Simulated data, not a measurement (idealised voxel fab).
process module | voxel ribs on slabs
cross-section cut | 260 nm wide | cells 5 nm
A cross-section is a grid of square cells, given in bands from the top down. A band is one or more rows of cells.
Each band's line starts with the height of the band's top and of its bottom, in nm. Then come its materials from left to right, each with its width in nm. One material with "throughout" fills the band from edge to edge. "air" is empty space.
Height 0 is the level under which the wafer as received is all one material. The lowest band goes on downwards, as in "0 down".
A width such as "30 to 40" changes by the same amount from each row of cells to the next, from the band's top row to its bottom row.
"no change" after a step means that no cell of the cross-section changed.
closed voids: empty space of 8 cells or more with no open way to the top, each as width x height at its distance from the left edge, in nm
after a step's settings: what the simulator itself notes on the step
overlay nm, on a step with a mask: how far to the right of its planned place the mask lay; to the left if negative
plan
1 op RECEIVE | material Si
2 op DIRECTIONAL_DEP | material SiO2 | thk nm 30
3 op DIRECTIONAL_DEP | material SiN | thk nm 20
4 op DIRECTIONAL_DEP | material aC | thk nm 10
5 op PATTERN | tone cover | mask id RIB | material resist | width nm 20 | thk nm 25 | overlay nm 0
6 op DIRECTIONAL_ETCH | etch materials aC | depth nm 10
7 op STRIP | etch materials resist
8 op DIRECTIONAL_ETCH | etch materials SiN | depth nm 5
9 op STRIP | etch materials aC
10 op PATTERN | tone cover | mask id SLAB | material resist | width nm 70 | thk nm 15 | overlay nm 0
11 op DIRECTIONAL_ETCH | etch materials SiN | depth nm 15
12 op STRIP | etch materials resist
13 op FILL_DEP | material SiO2 | thk nm 30
14 op CMP | height nm 70
15 op DIRECTIONAL_DEP | material TiN | thk nm 5
16 op MASKED_ETCH | tone cover | mask id HEATER | width nm 30 | etch materials TiN | depth nm 5 | overlay nm 0
17 op CONFORMAL_DEP | material SiO2 | thk nm 5
as received, after step 1
  0 down: Si throughout
  closed voids: none
a wafer at the end: this start, this plan, one mistake
  80 to 75: air 110 | SiO2 40 | air 110
  75 to 70: SiO2 115 | TiN 30 | SiO2 115
  70 to 55: SiO2 throughout
  55 to 50: SiO2 120 | SiN 20 | SiO2 120
  50 to 35: SiO2 95 | SiN 70 | SiO2 95
  35 to 0: SiO2 throughout
  0 down: Si throughout
  closed voids: none
what went wrong: step 2 ran as: op DIRECTIONAL_DEP | material SiO2 | thk nm 35
